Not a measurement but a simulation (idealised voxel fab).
Process module, titled voxel wiring stack
FYI the section here is cut, 265 nm wide, cells are 5 nm squares.
The cross-sections in this document take the form of a grid made of square cells. They are written out as bands, in order from top to bottom. Each band consists of one or more rows of cells.
A band entry consists of two parts. The first gives the height of the band's top and the height of its bottom, in nm. The rest lists the band's materials from left to right, each with its width in nm. A single material labelled with the word "throughout" fills the band from edge to edge, and the word "empty" marks empty space.
Height datum 0, below which the as-received substrate wafer is one material. Lowest band open at the bottom, running downward: "0 and below".
A width given as "30 to 40" starts at the first number in the band's top row and ends at the second number in its bottom row, shifting by an equal amount at every step from row to row.
When a step is marked "same as before", none of the cells in the cross-section changed during that step.
"Unvented voids": sealed empty spaces, 8 cells or more, no open way to top, listed width x height at distance, with distance from the left edge and width, height and distance in nm.
Step line, after settings: the simulator's comment on this step.
overlay nm: how far to the right of its planned place the mask lay on this masked step (negative: to the left).
**Here's what the planned process steps look like**
1,RECEIVE [material Si]
2,CONFORMAL_DEP [material SiO2] [thk nm 15]
3,DIRECTIONAL_DEP [material TiN] [thk nm 5]
4,DIRECTIONAL_DEP [material Ru] [thk nm 20]
5,MASKED_ETCH [tone cover] [mask id METAL_1] [width nm 30] [pitch nm 50] [etch materials Ru] [depth nm 20] [overlay nm 0]
6,MASKED_ETCH [tone cover] [mask id METAL_1] [width nm 30] [pitch nm 50] [etch materials TiN] [depth nm 5] [overlay nm 0]
7,FILL_DEP [material SiO2] [thk nm 5]
8,CMP [height nm 40]
9,CONFORMAL_DEP [material SiCN] [thk nm 5]
10,DIRECTIONAL_DEP [material lowk] [thk nm 15]
11,MASKED_ETCH [tone open] [mask id PLUG_1] [width nm 15] [pitch nm 100] [etch materials lowk] [depth nm 15] [overlay nm 0]
12,MASKED_ETCH [tone open] [mask id PLUG_1] [width nm 15] [pitch nm 100] [etch materials SiCN] [depth nm 5] [overlay nm 0]
13,CONFORMAL_DEP [material TiN] [thk nm 5]
14,FILL_DEP [material Cu] [thk nm 10]
15,CMP [height nm 60]
16,DIRECTIONAL_DEP [material TiN] [thk nm 5]
17,DIRECTIONAL_DEP [material Ru] [thk nm 15]
18,DIRECTIONAL_DEP [material aC] [thk nm 15]
19,PATTERN [tone cover] [mask id METAL_2] [material resist] [width nm 30] [pitch nm 50] [thk nm 30] [overlay nm 0]
20,DIRECTIONAL_ETCH [etch materials aC] [depth nm 15]
21,STRIP [etch materials resist]
22,DIRECTIONAL_ETCH [etch materials Ru] [depth nm 15]
23,DIRECTIONAL_ETCH [etch materials TiN] [depth nm 5]
24,STRIP [etch materials aC]
25,CONFORMAL_DEP [material SiCN] [thk nm 5]
26,FILL_DEP [material lowk] [thk nm 5]
27,CMP [height nm 80]
28,CONFORMAL_DEP [material SiCN] [thk nm 5]
29,DIRECTIONAL_DEP [material SiO2] [thk nm 15]
30,MASKED_ETCH [tone open] [mask id PLUG_2] [width nm 15] [pitch nm 100] [etch materials SiO2] [depth nm 15] [overlay nm 0]
31,MASKED_ETCH [tone open] [mask id PLUG_2] [width nm 15] [pitch nm 100] [etch materials SiCN] [depth nm 5] [overlay nm 0]
32,EPI [material Ru] [thk nm 10]
33,EPI [material Ru] [thk nm 10]
34,DIRECTIONAL_DEP [material TiN] [thk nm 5]
35,DIRECTIONAL_DEP [material Ru] [thk nm 20]
36,MASKED_ETCH [tone cover] [mask id METAL_3] [width nm 30] [pitch nm 50] [etch materials Ru] [depth nm 20] [overlay nm 0]
37,MASKED_ETCH [tone cover] [mask id METAL_3] [width nm 30] [pitch nm 50] [etch materials TiN] [depth nm 5] [overlay nm 0]
38,FILL_DEP [material SiO2] [thk nm 5]
39,CMP [height nm 125]
40,CONFORMAL_DEP [material SiCN] [thk nm 5]
41,DIRECTIONAL_DEP [material lowk] [thk nm 15]
42,MASKED_ETCH [tone open] [mask id PLUG_3] [width nm 15] [pitch nm 50] [etch materials lowk] [depth nm 15] [overlay nm 0]
43,MASKED_ETCH [tone open] [mask id PLUG_3] [width nm 15] [pitch nm 50] [etch materials SiCN] [depth nm 5] [overlay nm 0]
44,EPI [material Ru] [thk nm 10]
45,EPI [material Ru] [thk nm 10]
46,CONFORMAL_DEP [material SiN] [thk nm 5]
47,DIRECTIONAL_DEP [material lowk] [thk nm 15]
48,MASKED_ETCH [tone open] [mask id METAL_4] [width nm 30] [pitch nm 50] [etch materials lowk] [depth nm 15] [overlay nm 0]
49,MASKED_ETCH [tone open] [mask id METAL_4] [width nm 30] [pitch nm 50] [etch materials SiN] [depth nm 5] [overlay nm 0]
50,CONFORMAL_DEP [material TiN] [thk nm 5]
51,FILL_DEP [material Ru] [thk nm 10]
52,CMP [height nm 165]
53,CONFORMAL_DEP [material SiCN] [thk nm 5]
**Shown in cross-section is the wafer as received, that is, as it stands after step 1**
0 and below = Si throughout
Unvented voids: none
**As-planned run: cross-section of the first of two wafers at end of module**
170 down to 165 = SiCN throughout
165 down to 150 = lowk (40) / TiN (5) / Ru (20) / TiN (5) / lowk (20) / TiN (5) / Ru (20) / TiN (5) / lowk (20) / TiN (5) / Ru (20) / TiN (5) / lowk (20) / TiN (5) / Ru (20) / TiN (5) / lowk (45)
150 down to 145 = SiN (40) / TiN (30) / SiN (20) / TiN (30) / SiN (20) / TiN (30) / SiN (20) / TiN (30) / SiN (45)
145 down to 130 = lowk (40) / Ru (15) / lowk (35) / Ru (15) / lowk (35) / Ru (15) / lowk (35) / Ru (15) / lowk (60)
130 down to 125 = SiCN (40) / Ru (15) / SiCN (35) / Ru (15) / SiCN (35) / Ru (15) / SiCN (35) / Ru (15) / SiCN (60)
125 down to 105 = SiO2 (40) / Ru (30) / SiO2 (20) / Ru (30) / SiO2 (20) / Ru (30) / SiO2 (20) / Ru (30) / SiO2 (45)
105 down to 100 = SiO2 (40) / TiN (30) / SiO2 (20) / TiN (30) / SiO2 (20) / TiN (30) / SiO2 (20) / TiN (30) / SiO2 (45)
100 down to 85 = SiO2 (40) / Ru (15) / SiO2 (85) / Ru (15) / SiO2 (110)
85 down to 80 = SiCN (40) / Ru (15) / SiCN (85) / Ru (15) / SiCN (110)
80 down to 65 = lowk (35) / SiCN (5) / Ru (30) / SiCN (5) / lowk (10) / SiCN (5) / Ru (30) / SiCN (5) / lowk (10) / SiCN (5) / Ru (30) / SiCN (5) / lowk (10) / SiCN (5) / Ru (30) / SiCN (5) / lowk (40)
65 down to 60 = SiCN (40) / TiN (30) / SiCN (20) / TiN (30) / SiCN (20) / TiN (30) / SiCN (20) / TiN (30) / SiCN (45)
60 down to 45 = lowk (40) / TiN (5) / Cu (5) / TiN (5) / lowk (85) / TiN (5) / Cu (5) / TiN (5) / lowk (110)
45 down to 40 = SiCN (40) / TiN (15) / SiCN (85) / TiN (15) / SiCN (110)
40 down to 20 = SiO2 (40) / Ru (30) / SiO2 (20) / Ru (30) / SiO2 (20) / Ru (30) / SiO2 (20) / Ru (30) / SiO2 (45)
20 down to 15 = SiO2 (40) / TiN (30) / SiO2 (20) / TiN (30) / SiO2 (20) / TiN (30) / SiO2 (20) / TiN (30) / SiO2 (45)
15 down to 0 = SiO2 throughout
0 and below = Si throughout
Unvented voids: none
**Wafer two, sectioned after the module: the first wafer's start, the first wafer's plan, and one mistake in how it was run**
170 down to 165 = SiCN throughout
165 down to 150 = lowk (40) / TiN (5) / Ru (20) / TiN (5) / lowk (20) / TiN (5) / Ru (20) / TiN (5) / lowk (20) / TiN (5) / Ru (20) / TiN (5) / lowk (20) / TiN (5) / Ru (20) / TiN (5) / lowk (45)
150 down to 145 = SiN (40) / TiN (30) / SiN (20) / TiN (30) / SiN (20) / TiN (30) / SiN (20) / TiN (30) / SiN (45)
145 down to 130 = lowk (40) / Ru (15) / lowk (35) / Ru (15) / lowk (35) / Ru (15) / lowk (35) / Ru (15) / lowk (60)
130 down to 125 = SiCN (40) / Ru (15) / SiCN (35) / Ru (15) / SiCN (35) / Ru (15) / SiCN (35) / Ru (15) / SiCN (60)
125 down to 105 = SiO2 (50) / Ru (30) / SiO2 (20) / Ru (30) / SiO2 (20) / Ru (30) / SiO2 (20) / Ru (30) / SiO2 (35)
105 down to 100 = SiO2 (40) / TiN (40) / SiO2 (10) / TiN (40) / SiO2 (10) / TiN (40) / SiO2 (10) / TiN (40) / SiO2 (35)
100 down to 85 = SiO2 (40) / Ru (15) / SiO2 (85) / Ru (15) / SiO2 (110)
85 down to 80 = SiCN (40) / Ru (15) / SiCN (85) / Ru (15) / SiCN (110)
80 down to 65 = lowk (35) / SiCN (5) / Ru (30) / SiCN (5) / lowk (10) / SiCN (5) / Ru (30) / SiCN (5) / lowk (10) / SiCN (5) / Ru (30) / SiCN (5) / lowk (10) / SiCN (5) / Ru (30) / SiCN (5) / lowk (40)
65 down to 60 = SiCN (40) / TiN (30) / SiCN (20) / TiN (30) / SiCN (20) / TiN (30) / SiCN (20) / TiN (30) / SiCN (45)
60 down to 45 = lowk (40) / TiN (5) / Cu (5) / TiN (5) / lowk (85) / TiN (5) / Cu (5) / TiN (5) / lowk (110)
45 down to 40 = SiCN (40) / TiN (15) / SiCN (85) / TiN (15) / SiCN (110)
40 down to 20 = SiO2 (40) / Ru (30) / SiO2 (20) / Ru (30) / SiO2 (20) / Ru (30) / SiO2 (20) / Ru (30) / SiO2 (45)
20 down to 15 = SiO2 (40) / TiN (30) / SiO2 (20) / TiN (30) / SiO2 (20) / TiN (30) / SiO2 (20) / TiN (30) / SiO2 (45)
15 down to 0 = SiO2 throughout
0 and below = Si throughout
Unvented voids: none
So what did we get wrong on this run? step 36: run off-plan, actual operation and settings MASKED_ETCH [tone cover] [mask id METAL_3] [width nm 30] [pitch nm 50] [etch materials Ru] [depth nm 20] [overlay nm 10]
Bottom line after processing is that, in cells, the second wafer is up or down on some materials versus the first: SiO2: 8 fewer, TiN: 8 more
